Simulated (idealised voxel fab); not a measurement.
Documented hereafter: the process module known as voxel transistor to metal.
Shown is cross-section cut, with a width of 250 nm and square cells of size 5 nm.
Each cross-section below is a grid of square cells, stated as bands in top-down order, with one or more rows of cells making up each band.
The entry gives the band's vertical extent as a top height and a bottom height in nm, then its horizontal make-up as materials from left to right, each with a width in nm. "air" stands for empty space; a single material marked "edge to edge" fills the band edge to edge.
Heads up on the height convention: 0 is the point under which the incoming wafer is all one material, and the lowest band has no bottom, it just keeps going down, like "0 -> down".
Graded width ("30..40"): value in top row of band = first number; value in bottom row = second number; row-to-row change constant.
"remains unaltered" for a step: no cell of the cross-section changed in that step.
What "Unvented internal voids" gives you is every empty space of 8 cells or more that is cut off from the top. Each appears as width x height at distance, with the distance taken from the left edge and width, height and distance all in nm.
On a step's line, text after the settings is the simulator commenting on that step.
"overlay nm" denotes, for a step that has a mask, the displacement of the mask to the right of its planned place, with negative values corresponding to the left.

PROCESS STEPS - PLAN
step 1: RECEIVE with material Si
step 2: CONFORMAL_DEP with material SiO2, thk nm 5
step 3: CONFORMAL_DEP with material SiN, thk nm 10
step 4: PATTERN with tone cover, mask id ACTIVE, material resist, width nm 95, pitch nm 125, thk nm 15, overlay nm 0
step 5: DIRECTIONAL_ETCH with etch materials SiN, depth nm 10
step 6: DIRECTIONAL_ETCH with etch materials SiO2, depth nm 5
step 7: DIRECTIONAL_ETCH with etch materials Si, depth nm 25
step 8: STRIP with etch materials resist
step 9: FILL_DEP with material SiO2, thk nm 5
step 10: CMP with height nm 15
step 11: SELECTIVE_ETCH with etch materials SiO2, depth nm 5
step 12: STRIP with etch materials SiN
step 13: SELECTIVE_ETCH with etch materials SiO2, depth nm 5
step 14: OXIDIZE with depth nm 5
step 15: DIRECTIONAL_DEP with material polySi, thk nm 25
step 16: DIRECTIONAL_DEP with material SiCN, thk nm 15
step 17: PATTERN with tone cover, mask id GATE, material resist, width nm 25, pitch nm 125, thk nm 20, overlay nm 0
step 18: DIRECTIONAL_ETCH with etch materials SiCN, depth nm 25
step 19: DIRECTIONAL_ETCH with etch materials polySi, depth nm 35
step 20: STRIP with etch materials resist
step 21: CONFORMAL_DEP with material SiO2, thk nm 5
step 22: DIRECTIONAL_ETCH with etch materials SiO2, depth nm 5
step 23: CONFORMAL_DEP with material SiN, thk nm 10
step 24: DIRECTIONAL_ETCH with etch materials SiN, depth nm 10
step 25: DIRECTIONAL_ETCH with etch materials SiO2, depth nm 5
step 26: DIRECTIONAL_ETCH with etch materials Si, depth nm 5
step 27: EPI with material pSi, thk nm 10
step 28: FILL_DEP with material SiO2, thk nm 10
step 29: CMP with height nm 40
step 30: DIRECTIONAL_DEP with material SiO2, thk nm 15
step 31: DIRECTIONAL_DEP with material aC, thk nm 10
step 32: PATTERN with tone open, mask id CONTACT, material resist, width nm 25, thk nm 25, overlay nm 0
step 33: DIRECTIONAL_ETCH with etch materials aC, depth nm 10
step 34: STRIP with etch materials resist
step 35: DIRECTIONAL_ETCH with etch materials SiO2, depth nm 50
step 36: STRIP with etch materials aC
step 37: CONFORMAL_DEP with material TiN, thk nm 5
step 38: FILL_DEP with material Ru, thk nm 5
step 39: CMP with height nm 55
step 40: DIRECTIONAL_DEP with material TiN, thk nm 5
step 41: DIRECTIONAL_DEP with material Ru, thk nm 25
step 42: MASKED_ETCH with tone cover, mask id METAL_1, width nm 15, etch materials Ru, depth nm 25, overlay nm 0
step 43: MASKED_ETCH with tone cover, mask id METAL_1, width nm 15, etch materials TiN, depth nm 5, overlay nm 0
step 44: CONFORMAL_DEP with material SiN, thk nm 5
step 45: FILL_DEP with material lowk, thk nm 10
step 46: CMP with height nm 85
step 47: CONFORMAL_DEP with material SiCN, thk nm 5
step 48: DIRECTIONAL_DEP with material lowk, thk nm 30
step 49: MASKED_ETCH with tone open, mask id METAL_2, width nm 15, pitch nm 125, etch materials lowk, depth nm 20, overlay nm 0
step 50: DIRECTIONAL_DEP with material aC, thk nm 15
step 51: PATTERN with tone open, mask id METAL_2_HOLES, material resist, width nm 15, pitch nm 125, thk nm 30, overlay nm 0
step 52: DIRECTIONAL_ETCH with etch materials aC, depth nm 15
step 53: STRIP with etch materials resist
step 54: DIRECTIONAL_ETCH with etch materials lowk, depth nm 10
step 55: DIRECTIONAL_ETCH with etch materials SiCN, depth nm 5
step 56: STRIP with etch materials aC
step 57: CONFORMAL_DEP with material TiN, thk nm 5
step 58: FILL_DEP with material Ru, thk nm 5
step 59: CMP with height nm 120
step 60: CONFORMAL_DEP with material SiN, thk nm 5

WAFER AT RECEIPT (POST STEP 1), CROSS-SECTION
0 -> down = Si edge to edge
Unvented internal voids: none

ONE MISTAKE IN RUNNING THE MODULE, OTHERWISE START AND PLAN AS ABOVE: CROSS-SECTION AT THE END
125 -> 120 = SiN edge to edge
120 -> 110 = lowk=20, TiN=5..10, Ru=10..5, TiN=5, lowk=105, TiN=5..10, Ru=10..5, TiN=5, lowk=85
110 -> 105 = lowk=25, TiN=5, Ru=5, TiN=5, lowk=110, TiN=5, Ru=5, TiN=5, lowk=85
105 -> 100 = lowk=25, TiN=15, lowk=110, TiN=15, lowk=85
100 -> 90 = lowk=25, TiN=10, lowk=115, TiN=10, lowk=90
90 -> 85 = SiCN=25, TiN=10, SiCN=115, TiN=10, SiCN=90
85 -> 60 = lowk=15, SiN=5, Ru=15, SiN=5, lowk=45, SiN=5, Ru=15, SiN=5, lowk=30, SiN=5, Ru=15, SiN=5, lowk=45, SiN=5, Ru=15, SiN=5, lowk=15
60 -> 55 = SiN=20, TiN=15, SiN=55, TiN=15, SiN=40, TiN=15, SiN=55, TiN=15, SiN=20
55 -> 45 = SiO2=20, TiN=5, Ru=15, TiN=5, SiO2=35, TiN=5, Ru=15, TiN=5, SiO2=40, TiN=5, Ru=15, TiN=5, SiO2=35, TiN=5, Ru=15, TiN=5, SiO2=20
45 -> 40 = SiO2=20, TiN=5, Ru=5, TiN=15, SiO2=35, TiN=15, Ru=5, TiN=5, SiO2=40, TiN=5, Ru=5, TiN=15, SiO2=35, TiN=15, Ru=5, TiN=5, SiO2=20
40 -> 25 = SiO2=20, TiN=5, Ru=5, TiN=5, SiN=10, SiO2=5, SiCN=25, SiO2=5, SiN=10, TiN=5, Ru=5, TiN=5, SiO2=40, TiN=5, Ru=5, TiN=5, SiN=10, SiO2=5, SiCN=25, SiO2=5, SiN=10, TiN=5, Ru=5, TiN=5, SiO2=20
25 -> 10 = SiO2=20, TiN=5, Ru=5, TiN=5, SiN=10, SiO2=5, polySi=25, SiO2=5, SiN=10, TiN=5, Ru=5, TiN=5, SiO2=40, TiN=5, Ru=5, TiN=5, SiN=10, SiO2=5, polySi=25, SiO2=5, SiN=10, TiN=5, Ru=5, TiN=5, SiO2=20
10 -> 5 = SiO2=20, TiN=15, SiN=10, SiO2=5, polySi=25, SiO2=5, SiN=10, TiN=15, SiO2=40, TiN=15, SiN=10, SiO2=5, polySi=25, SiO2=5, SiN=10, TiN=15, SiO2=20
5 -> 0 = SiO2=15, SiN=10, pSi=10, SiN=10, SiO2=5, polySi=25, SiO2=5, SiN=10, pSi=10, SiN=10, SiO2=30, SiN=10, pSi=10, SiN=10, SiO2=5, polySi=25, SiO2=5, SiN=10, pSi=10, SiN=10, SiO2=15
0 -> -5 = SiO2=25, pSi=10, SiO2=55, pSi=10, SiO2=50, pSi=10, SiO2=55, pSi=10, SiO2=25
-5 -> -10 = SiO2=15, Si=10, pSi=10, Si=55, pSi=10, Si=10, SiO2=30, Si=10, pSi=10, Si=55, pSi=10, Si=10, SiO2=15
-10 -> -25 = SiO2=15, Si=95, SiO2=30, Si=95, SiO2=15
-25 -> down = Si edge to edge
Unvented internal voids: none
What was done differently from what was planned? for step 49, the planned setting was not used; the step was instead run as MASKED_ETCH with tone open, mask id METAL_2, width nm 15, pitch nm 125, etch materials lowk, depth nm 20, overlay nm 5
